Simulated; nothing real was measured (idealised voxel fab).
The process module that follows is named voxel gate over fins.
It is cross-section cut that appears here, measuring 205 nm in width, its square cells being 5 nm in size.
In what follows, cross-sections appear as grids of square cells, described through bands that run from the top down, where every band is one or more rows of cells.
Band: top and bottom heights (nm) first, top before bottom; then materials from left to right, widths in nm. "all across" marks a sole material filling the band edge to edge. "air" denotes empty space.
Height datum 0, below which the as-received substrate wafer is one material. Lowest band open at the bottom, running downward: "z 0 and below".
Width: "30->40" (first number = top row, second number = bottom row, same change from row to row of cells).
Where a step carries "everything unchanged", the cross-section came out of it unchanged, cell for cell.
Enclosed voids (no open way to top), threshold 8 cells or more, entry "Unvented cavities", notation width x height at distance, distance from left edge, nm.
Heads up: the bit after the settings on a step's line is the simulator's remark on that step.
A step line may carry the setting "overlay nm", which, for steps involving a mask, states the distance by which the mask lay to the right of its intended position; negative values denote displacement to the left.

So here's the lineup of process steps we planned
1: op RECEIVE | material Si
2: op CONFORMAL_DEP | material SiN | thk nm 10
3: op PATTERN | tone cover | mask id FINS | material resist | width nm 15 | pitch nm 35 | thk nm 15 | overlay nm 0
4: op DIRECTIONAL_ETCH | etch materials SiN | depth nm 10
5: op DIRECTIONAL_ETCH | etch materials Si | depth nm 35
6: op STRIP | etch materials resist
7: op FILL_DEP | material SiO2 | thk nm 10
8: op CMP | height nm 10
9: op SELECTIVE_ETCH | etch materials SiO2 | depth nm 20
10: op STRIP | etch materials SiN
11: op CONFORMAL_DEP | material HfO2 | thk nm 5
12: op CONFORMAL_DEP | material TiN | thk nm 5
13: op FILL_DEP | material W | thk nm 15
14: op CMP | height nm 20
15: op CONFORMAL_DEP | material SiCN | thk nm 10

The following pertains to the first of two wafers, which was processed as planned

This is the cross-section of the wafer as we received it, i.e. after step 1
    z 0 and below  Si all across
    Unvented cavities: none

Cross-section of the wafer after step 2
    z 10 to 0  SiN all across
    All layers under 0 are left as they were.

Cross-section of the wafer after step 3
    z 25 to 10  air 40 nm, resist 15 nm, air 20 nm, resist 15 nm, air 20 nm, resist 15 nm, air 20 nm, resist 15 nm, air 45 nm
    All layers under 10 are left as they were.

Cross-section of the wafer after step 4
    z 25 to 10  air 40 nm, resist 15 nm, air 20 nm, resist 15 nm, air 20 nm, resist 15 nm, air 20 nm, resist 15 nm, air 45 nm
    z 10 to 0  air 40 nm, SiN 15 nm, air 20 nm, SiN 15 nm, air 20 nm, SiN 15 nm, air 20 nm, SiN 15 nm, air 45 nm
    All layers under 0 are left as they were.

Cross-section of the wafer after step 5
    z 25 to 10  air 40 nm, resist 15 nm, air 20 nm, resist 15 nm, air 20 nm, resist 15 nm, air 20 nm, resist 15 nm, air 45 nm
    z 10 to 0  air 40 nm, SiN 15 nm, air 20 nm, SiN 15 nm, air 20 nm, SiN 15 nm, air 20 nm, SiN 15 nm, air 45 nm
    z 0 to -35  air 40 nm, Si 15 nm, air 20 nm, Si 15 nm, air 20 nm, Si 15 nm, air 20 nm, Si 15 nm, air 45 nm
    All layers under -35 are left as they were.

Cross-section of the wafer after step 6
    z 10 to 0  air 40 nm, SiN 15 nm, air 20 nm, SiN 15 nm, air 20 nm, SiN 15 nm, air 20 nm, SiN 15 nm, air 45 nm
    All layers under 0 are left as they were.

Cross-section of the wafer after step 7
    z 20 to 10  SiO2 all across
    z 10 to 0  SiO2 40 nm, SiN 15 nm, SiO2 20 nm, SiN 15 nm, SiO2 20 nm, SiN 15 nm, SiO2 20 nm, SiN 15 nm, SiO2 45 nm
    z 0 to -35  SiO2 40 nm, Si 15 nm, SiO2 20 nm, Si 15 nm, SiO2 20 nm, Si 15 nm, SiO2 20 nm, Si 15 nm, SiO2 45 nm
    All layers under -35 are left as they were.

Cross-section of the wafer after step 8
    z 10 to 0  SiO2 40 nm, SiN 15 nm, SiO2 20 nm, SiN 15 nm, SiO2 20 nm, SiN 15 nm, SiO2 20 nm, SiN 15 nm, SiO2 45 nm
    All layers under 0 are left as they were.

Cross-section of the wafer after step 9
    z 10 to 0  air 40 nm, SiN 15 nm, air 20 nm, SiN 15 nm, air 20 nm, SiN 15 nm, air 20 nm, SiN 15 nm, air 45 nm
    z 0 to -10  air 40 nm, Si 15 nm, air 20 nm, Si 15 nm, air 20 nm, Si 15 nm, air 20 nm, Si 15 nm, air 45 nm
    All layers under -10 are left as they were.

Cross-section of the wafer after step 10
    z 0 to -10  air 40 nm, Si 15 nm, air 20 nm, Si 15 nm, air 20 nm, Si 15 nm, air 20 nm, Si 15 nm, air 45 nm
    All layers under -10 are left as they were.

Cross-section of the wafer after step 11
    z 5 to 0  air 35 nm, HfO2 25 nm, air 10 nm, HfO2 25 nm, air 10 nm, HfO2 25 nm, air 10 nm, HfO2 25 nm, air 40 nm
    z 0 to -5  air 35 nm, HfO2 5 nm, Si 15 nm, HfO2 5 nm, air 10 nm, HfO2 5 nm, Si 15 nm, HfO2 5 nm, air 10 nm, HfO2 5 nm, Si 15 nm, HfO2 5 nm, air 10 nm, HfO2 5 nm, Si 15 nm, HfO2 5 nm, air 40 nm
    z -5 to -10  HfO2 40 nm, Si 15 nm, HfO2 20 nm, Si 15 nm, HfO2 20 nm, Si 15 nm, HfO2 20 nm, Si 15 nm, HfO2 45 nm
    All layers under -10 are left as they were.

Cross-section of the wafer after step 12
    z 10 to 5  air 30 nm, TiN 140 nm, air 35 nm
    z 5 to 0  air 30 nm, TiN 5 nm, HfO2 25 nm, TiN 10 nm, HfO2 25 nm, TiN 10 nm, HfO2 25 nm, TiN 10 nm, HfO2 25 nm, TiN 5 nm, air 35 nm
    z 0 to -5  TiN 35 nm, HfO2 5 nm, Si 15 nm, HfO2 5 nm, TiN 10 nm, HfO2 5 nm, Si 15 nm, HfO2 5 nm, TiN 10 nm, HfO2 5 nm, Si 15 nm, HfO2 5 nm, TiN 10 nm, HfO2 5 nm, Si 15 nm, HfO2 5 nm, TiN 40 nm
    All layers under -5 are left as they were.

Cross-section of the wafer after step 13
    z 25 to 10  W all across
    z 10 to 5  W 30 nm, TiN 140 nm, W 35 nm
    z 5 to 0  W 30 nm, TiN 5 nm, HfO2 25 nm, TiN 10 nm, HfO2 25 nm, TiN 10 nm, HfO2 25 nm, TiN 10 nm, HfO2 25 nm, TiN 5 nm, W 35 nm
    All layers under 0 are left as they were.

Cross-section of the wafer after step 14
    z 20 to 10  W all across
    All layers under 10 are left as they were.

Cross-section of the wafer after step 15
    z 30 to 20  SiCN all across
    All layers under 20 are left as they were.

Second Wafer (Identical Start and Plan, One Processing Error; Matches First Wafer Through Step 2)

Second wafer profile in section, at the moment step 3 of the plan was meant to be complete
    z 25 to 10  resist 40 nm, air 15 nm, resist 20 nm, air 15 nm, resist 20 nm, air 15 nm, resist 20 nm, air 15 nm, resist 45 nm
    All layers under 10 are left as they were.

Second wafer profile in section, at the moment step 4 of the plan was meant to be complete
    z 25 to 10  resist 40 nm, air 15 nm, resist 20 nm, air 15 nm, resist 20 nm, air 15 nm, resist 20 nm, air 15 nm, resist 45 nm
    z 10 to 0  SiN 40 nm, air 15 nm, SiN 20 nm, air 15 nm, SiN 20 nm, air 15 nm, SiN 20 nm, air 15 nm, SiN 45 nm
    All layers under 0 are left as they were.

Second wafer profile in section, at the moment step 5 of the plan was meant to be complete
    z 25 to 10  resist 40 nm, air 15 nm, resist 20 nm, air 15 nm, resist 20 nm, air 15 nm, resist 20 nm, air 15 nm, resist 45 nm
    z 10 to 0  SiN 40 nm, air 15 nm, SiN 20 nm, air 15 nm, SiN 20 nm, air 15 nm, SiN 20 nm, air 15 nm, SiN 45 nm
    z 0 to -35  Si 40 nm, air 15 nm, Si 20 nm, air 15 nm, Si 20 nm, air 15 nm, Si 20 nm, air 15 nm, Si 45 nm
    All layers under -35 are left as they were.

Second wafer profile in section, at the moment step 6 of the plan was meant to be complete
    z 10 to 0  SiN 40 nm, air 15 nm, SiN 20 nm, air 15 nm, SiN 20 nm, air 15 nm, SiN 20 nm, air 15 nm, SiN 45 nm
    All layers under 0 are left as they were.

Second wafer profile in section, at the moment step 7 of the plan was meant to be complete
    z 20 to 10  SiO2 all across
    z 10 to 0  SiN 40 nm, SiO2 15 nm, SiN 20 nm, SiO2 15 nm, SiN 20 nm, SiO2 15 nm, SiN 20 nm, SiO2 15 nm, SiN 45 nm
    z 0 to -35  Si 40 nm, SiO2 15 nm, Si 20 nm, SiO2 15 nm, Si 20 nm, SiO2 15 nm, Si 20 nm, SiO2 15 nm, Si 45 nm
    All layers under -35 are left as they were.

Second wafer profile in section, at the moment step 8 of the plan was meant to be complete
    z 10 to 0  SiN 40 nm, SiO2 15 nm, SiN 20 nm, SiO2 15 nm, SiN 20 nm, SiO2 15 nm, SiN 20 nm, SiO2 15 nm, SiN 45 nm
    All layers under 0 are left as they were.

Second wafer profile in section, at the moment step 9 of the plan was meant to be complete
    z 10 to 0  SiN 40 nm, air 15 nm, SiN 20 nm, air 15 nm, SiN 20 nm, air 15 nm, SiN 20 nm, air 15 nm, SiN 45 nm
    z 0 to -10  Si 40 nm, air 15 nm, Si 20 nm, air 15 nm, Si 20 nm, air 15 nm, Si 20 nm, air 15 nm, Si 45 nm
    All layers under -10 are left as they were.

Second wafer profile in section, at the moment step 10 of the plan was meant to be complete
    z 0 to -10  Si 40 nm, air 15 nm, Si 20 nm, air 15 nm, Si 20 nm, air 15 nm, Si 20 nm, air 15 nm, Si 45 nm
    All layers under -10 are left as they were.

Second wafer profile in section, at the moment step 11 of the plan was meant to be complete
    z 5 to 0  HfO2 45 nm, air 5 nm, HfO2 30 nm, air 5 nm, HfO2 30 nm, air 5 nm, HfO2 30 nm, air 5 nm, HfO2 50 nm
    z 0 to -5  Si 40 nm, HfO2 5 nm, air 5 nm, HfO2 5 nm, Si 20 nm, HfO2 5 nm, air 5 nm, HfO2 5 nm, Si 20 nm, HfO2 5 nm, air 5 nm, HfO2 5 nm, Si 20 nm, HfO2 5 nm, air 5 nm, HfO2 5 nm, Si 45 nm
    z -5 to -10  Si 40 nm, HfO2 15 nm, Si 20 nm, HfO2 15 nm, Si 20 nm, HfO2 15 nm, Si 20 nm, HfO2 15 nm, Si 45 nm
    All layers under -10 are left as they were.

Second wafer profile in section, at the moment step 12 of the plan was meant to be complete
    z 10 to 5  TiN all across
    z 5 to 0  HfO2 45 nm, TiN 5 nm, HfO2 30 nm, TiN 5 nm, HfO2 30 nm, TiN 5 nm, HfO2 30 nm, TiN 5 nm, HfO2 50 nm
    z 0 to -5  Si 40 nm, HfO2 5 nm, TiN 5 nm, HfO2 5 nm, Si 20 nm, HfO2 5 nm, TiN 5 nm, HfO2 5 nm, Si 20 nm, HfO2 5 nm, TiN 5 nm, HfO2 5 nm, Si 20 nm, HfO2 5 nm, TiN 5 nm, HfO2 5 nm, Si 45 nm
    All layers under -5 are left as they were.

Second wafer profile in section, at the moment step 13 of the plan was meant to be complete
    z 25 to 10  W all across
    All layers under 10 are left as they were.

Second wafer profile in section, at the moment step 14 of the plan was meant to be complete
    z 20 to 10  W all across
    All layers under 10 are left as they were.

Second wafer profile in section, at the moment step 15 of the plan was meant to be complete
    z 30 to 20  SiCN all across
    All layers under 20 are left as they were.
Here's what went sideways: step 3: run off-plan, actual operation and settings op PATTERN | tone open | mask id FINS | material resist | width nm 15 | pitch nm 35 | thk nm 15 | overlay nm 0
It is noted that, at the conclusion of processing, the second wafer exhibits a higher or lower cell count for certain materials relative to the first: Si: 119 more; SiO2: 85 fewer; TiN: 8 fewer; W: 26 fewer
